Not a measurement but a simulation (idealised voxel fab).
A process module follows: voxel ribs on slabs.
This is section cut - it's 140 nm across, gridded in 5 nm square cells.
When this document writes out a cross-section, it uses a grid of square cells and lists it as bands, beginning at the top and moving down, with a band standing for one or more rows of cells. Per band: top height and bottom height in nm, followed by the left-to-right materials and their widths in nm; "full width" marks a single material spanning edge to edge, "air" marks empty space. Zero point of the height axis is 0; under it, received wafer = one material. Lowest band: continues down indefinitely, "0 nm and below". Quick explanation for "30->40": the width changes in equal steps down the rows of cells, from the first number in the band's top row to the second number in its bottom row. "same as before" for a step: no cell of the cross-section changed in that step. Non-vented voids: empty space of 8 cells or more with no open way to the top, each as width x height at its distance from the left edge, in nm. If you see something after the settings on a step's line, that's the simulator's own remark about that step. "overlay nm" denotes, for a step that has a mask, the displacement of the mask to the right of its planned place, with negative values corresponding to the left.

## Steps planned for the process
- 1: RECEIVE, material Si
- 2: DIRECTIONAL_DEP, material SiO2, thk nm 20
- 3: DIRECTIONAL_DEP, material polySi, thk nm 20
- 4: PATTERN, tone cover, mask id RIB, material resist, width nm 30, thk nm 20, overlay nm 0
- 5: DIRECTIONAL_ETCH, etch materials polySi, depth nm 15
- 6: STRIP, etch materials resist
- 7: DIRECTIONAL_DEP, material aC, thk nm 15
- 8: PATTERN, tone cover, mask id SLAB, material resist, width nm 50, thk nm 35, overlay nm 0
- 9: DIRECTIONAL_ETCH, etch materials aC, depth nm 15
- 10: STRIP, etch materials resist
- 11: DIRECTIONAL_ETCH, etch materials polySi, depth nm 5
- 12: STRIP, etch materials aC
- 13: FILL_DEP, material SiO2, thk nm 15
- 14: CMP, height nm 50
- 15: DIRECTIONAL_DEP, material TiN, thk nm 5
- 16: MASKED_ETCH, tone cover, mask id HEATER, width nm 40, etch materials TiN, depth nm 5, overlay nm 0
- 17: CONFORMAL_DEP, material SiO2, thk nm 5
Quick note for whoever runs this: the wafers start identical, but the width nm at step 8 isn't the same across them. The plan just shows what the first wafer had.

## Cross-section of the first incoming wafer of several, state after step 1
* 0 nm and below | Si full width
* Non-vented voids: none

## Note: the following table is arranged by wafer, a row apiece. Each row reports the end-of-module state: per material, cells gained (+) or cells lost (-) compared with the wafer as received; closed voids follow
width nm 50, +282 SiO2, +8 TiN, +28 polySi, Non-vented voids: none
width nm 55, +281 SiO2, +8 TiN, +29 polySi, Non-vented voids: none
width nm 60, +280 SiO2, +8 TiN, +30 polySi, Non-vented voids: none
width nm 65, +279 SiO2, +8 TiN, +31 polySi, Non-vented voids: none
width nm 70, +278 SiO2, +8 TiN, +32 polySi, Non-vented voids: none
width nm 75, +277 SiO2, +8 TiN, +33 polySi, Non-vented voids: none
